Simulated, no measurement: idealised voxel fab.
The following process module bears the name voxel self aligned vias.
Section shown: cut. Width: 275 nm. Cell size: 5 nm, square.
Throughout this document, each cross-section is represented as a grid of square cells and is presented as a sequence of bands enumerated from the top downward, where a band comprises one or more rows of cells.
Basically the band line says how high the top is and how high the bottom is, in nm, and then what's in it from left to right, every material with its width in nm. Empty space shows up as "empty", and if a single material carries "edge to edge" it runs the full band edge to edge.
All heights in this document are referenced to 0, defined as the level beneath which the wafer, as received, consists entirely of one material. The lowest band is not bounded below; it extends indefinitely downward and is written in the form "top 0, no bottom".
Top row gets the first number, bottom row gets the second, and each row in between changes by the same step: that is how a band width like "30..40" works.
A step reported as "nothing altered" is a step in which no cell of the cross-section changed.
Reported under the label "Fully sealed voids" are the empty spaces having no open way to the top and comprising 8 cells or more; the notation for each is width x height at distance, in which the distance is measured from the left edge and all three values are in nm.
That trailing text on a step's line, after the settings, is the simulator's own remark on the step.
overlay nm, on a step with a mask: how far to the right of its planned place the mask lay; to the left if negative

## So here's the lineup of process steps we planned
| 1 | RECEIVE, material Si |
| 2 | CONFORMAL_DEP, material SiO2, thk nm 15 |
| 3 | CONFORMAL_DEP, material SiCN, thk nm 5 |
| 4 | DIRECTIONAL_DEP, material lowk, thk nm 20 |
| 5 | PATTERN, tone open, mask id LINES, material resist, width nm 25, pitch nm 60, thk nm 15, overlay nm 0 |
| 6 | DIRECTIONAL_ETCH, etch materials lowk, depth nm 20 |
| 7 | STRIP, etch materials resist |
| 8 | CONFORMAL_DEP, material TiN, thk nm 5 |
| 9 | FILL_DEP, material Ru, thk nm 5 |
| 10 | CMP, height nm 40 |
| 11 | SELECTIVE_ETCH, etch materials W Ru TiN, depth nm 10 |
| 12 | FILL_DEP, material SiN, thk nm 5 |
| 13 | CMP, height nm 40 |
| 14 | DIRECTIONAL_DEP, material lowk, thk nm 15 |
| 15 | PATTERN, tone open, mask id VIAS, material resist, width nm 35, pitch nm 60, thk nm 15, overlay nm 0 |
| 16 | DIRECTIONAL_ETCH, etch materials lowk, depth nm 15 |
| 17 | DIRECTIONAL_ETCH, etch materials SiN, depth nm 10 |
| 18 | STRIP, etch materials resist |
| 19 | CONFORMAL_DEP, material TiN, thk nm 5 |
| 20 | FILL_DEP, material Cu, thk nm 10 |
| 21 | CMP, height nm 55 |
| 22 | CONFORMAL_DEP, material SiCN, thk nm 5 |

## Cross-section of the wafer as it came to us, i.e., already through step 1
top 0, no bottom | Si edge to edge
Fully sealed voids: none

## This is how the wafer looks in cross-section once the module is done, given the starting state and plan above and one mistake in carrying the plan out
top 60, bottom 55 | SiCN edge to edge
top 55, bottom 35 | lowk=90, TiN=5, Cu=25, TiN=5, lowk=25, TiN=5, Cu=25, TiN=5, lowk=90
top 35, bottom 30 | lowk=90, TiN=35, lowk=25, TiN=35, lowk=90
top 30, bottom 25 | lowk=90, TiN=10, Ru=15, TiN=10, lowk=25, TiN=10, Ru=15, TiN=10, lowk=90
top 25, bottom 20 | lowk=95, TiN=25, lowk=35, TiN=25, lowk=95
top 20, bottom 15 | SiCN edge to edge
top 15, bottom 0 | SiO2 edge to edge
top 0, no bottom | Si edge to edge
Fully sealed voids: none
Short version of what went wrong: plan step 16 was twice executed
